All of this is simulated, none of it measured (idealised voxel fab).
The document below concerns the process module designated voxel released beams.
Each square cell in cross-section cut measures 5 nm, and the section as a whole is 165 nm wide.
Just so we're on the same page, the cross-sections are grids of square cells, and they're listed out in bands top to bottom, each band one or more rows deep. This entry defines a band. It first specifies the height of the band's top and the height of its bottom in nm, and then specifies the band's materials from left to right, stating each material with its width in nm. The word "everywhere" identifies a single material that fills the band from edge to edge, while the word "blank" identifies empty space. Zero point of the height axis is 0; under it, received wafer = one material. Lowest band: continues down indefinitely, "0..down". Think of "30..40" as a width that walks from the first number to the second as you go down the band, top row to bottom row, taking equal-sized steps from row to row. For the purposes of this document, the phrase "remained the same" attached to a step denotes that no cell within the cross-section was modified by that step. "Completely sealed voids" enumerates empty spaces isolated from the top, with no open way to it, that contain at least 8 cells, giving each as width x height at distance from the left edge, all three in nm. Text after the settings on a step's line: the simulator's own remark on that step. "overlay nm" denotes, for a step that has a mask, the displacement of the mask to the right of its planned place, with negative values corresponding to the left.
LIST OF PLANNED PROCESS STEPS
1. RECEIVE, material Si
2. CONFORMAL_DEP, material Al2O3, thk nm 10
3. DIRECTIONAL_DEP, material SiO2, thk nm 15
4. PATTERN, tone open, mask id ANCHOR, material resist, width nm 30, thk nm 15, overlay nm 0
5. DIRECTIONAL_ETCH, etch materials SiO2, depth nm 15
6. STRIP, etch materials resist
7. CONFORMAL_DEP, material W, thk nm 10
8. PATTERN, tone cover, mask id BEAM, material resist, width nm 110, thk nm 20, overlay nm 0
9. DIRECTIONAL_ETCH, etch materials W, depth nm 10
10. STRIP, etch materials resist
11. STRIP, etch materials SiO2
ACCOUNT OF THE FIRST OF TWO WAFERS, WHICH WAS PROCESSED AS INTENDED
CROSS-SECTION: WAFER ON ARRIVAL = AFTER STEP 1
    0..down: Si everywhere
    Completely sealed voids: none
WAFER SECTION VIEW AFTER PROCESSING STEP 2
    10..0: Al2O3 everywhere
    All layers under 0 are left as they were.
WAFER SECTION VIEW AFTER PROCESSING STEP 3
    25..10: SiO2 everywhere
    All layers under 10 are left as they were.
WAFER SECTION VIEW AFTER PROCESSING STEP 4
    40..25: resist=30 / blank=30 / resist=105
    All layers under 25 are left as they were.
WAFER SECTION VIEW AFTER PROCESSING STEP 5
    40..25: resist=30 / blank=30 / resist=105
    25..10: SiO2=30 / blank=30 / SiO2=105
    All layers under 10 are left as they were.
WAFER SECTION VIEW AFTER PROCESSING STEP 6
    25..10: SiO2=30 / blank=30 / SiO2=105
    All layers under 10 are left as they were.
WAFER SECTION VIEW AFTER PROCESSING STEP 7
    35..25: W=40 / blank=10 / W=115
    25..20: SiO2=30 / W=10 / blank=10 / W=10 / SiO2=105
    20..10: SiO2=30 / W=30 / SiO2=105
    All layers under 10 are left as they were.
WAFER SECTION VIEW AFTER PROCESSING STEP 8
    55..35: blank=25 / resist=110 / blank=30
    35..25: W=40 / resist=10 / W=115
    25..20: SiO2=30 / W=10 / resist=10 / W=10 / SiO2=105
    All layers under 20 are left as they were.
WAFER SECTION VIEW AFTER PROCESSING STEP 9
    55..35: blank=25 / resist=110 / blank=30
    35..25: blank=25 / W=15 / resist=10 / W=85 / blank=30
    All layers under 25 are left as they were.
WAFER SECTION VIEW AFTER PROCESSING STEP 10
    35..25: blank=25 / W=15 / blank=10 / W=85 / blank=30
    25..20: SiO2=30 / W=10 / blank=10 / W=10 / SiO2=105
    All layers under 20 are left as they were.
WAFER SECTION VIEW AFTER PROCESSING STEP 11
    35..25: blank=25 / W=15 / blank=10 / W=85 / blank=30
    25..20: blank=30 / W=10 / blank=10 / W=10 / blank=105
    20..10: blank=30 / W=30 / blank=105
    All layers under 10 are left as they were.
THE SECOND WAFER: IDENTICAL TO THE FIRST AT THE OUTSET AND IN ITS PLANNED SEQUENCE, DIFFERING ONLY IN THAT ONE MISTAKE WAS MADE DURING PROCESSING; UP TO AND INCLUDING STEP 6, ITS PATH IS THE FIRST WAFER'S PATH
X-SECTION, SECOND WAFER, WHEN STEP 7 WAS DUE TO FINISH
    40..25: W everywhere
    25..10: SiO2=30 / W=30 / SiO2=105
    All layers under 10 are left as they were.
X-SECTION, SECOND WAFER, WHEN STEP 8 WAS DUE TO FINISH
    60..40: blank=25 / resist=110 / blank=30
    All layers under 40 are left as they were.
X-SECTION, SECOND WAFER, WHEN STEP 9 WAS DUE TO FINISH
    60..40: blank=25 / resist=110 / blank=30
    40..30: blank=25 / W=110 / blank=30
    All layers under 30 are left as they were.
X-SECTION, SECOND WAFER, WHEN STEP 10 WAS DUE TO FINISH
    40..30: blank=25 / W=110 / blank=30
    All layers under 30 are left as they were.
X-section, second wafer, when step 11 was due to finish: remained the same
Diagnosis: it should be noted that step 7 was executed with settings other than those planned, the operation and settings actually applied being CONFORMAL_DEP, material W, thk nm 15
End check, counted in cells, second wafer has more or fewer of these materials than the first: SiO2 +81; W +39
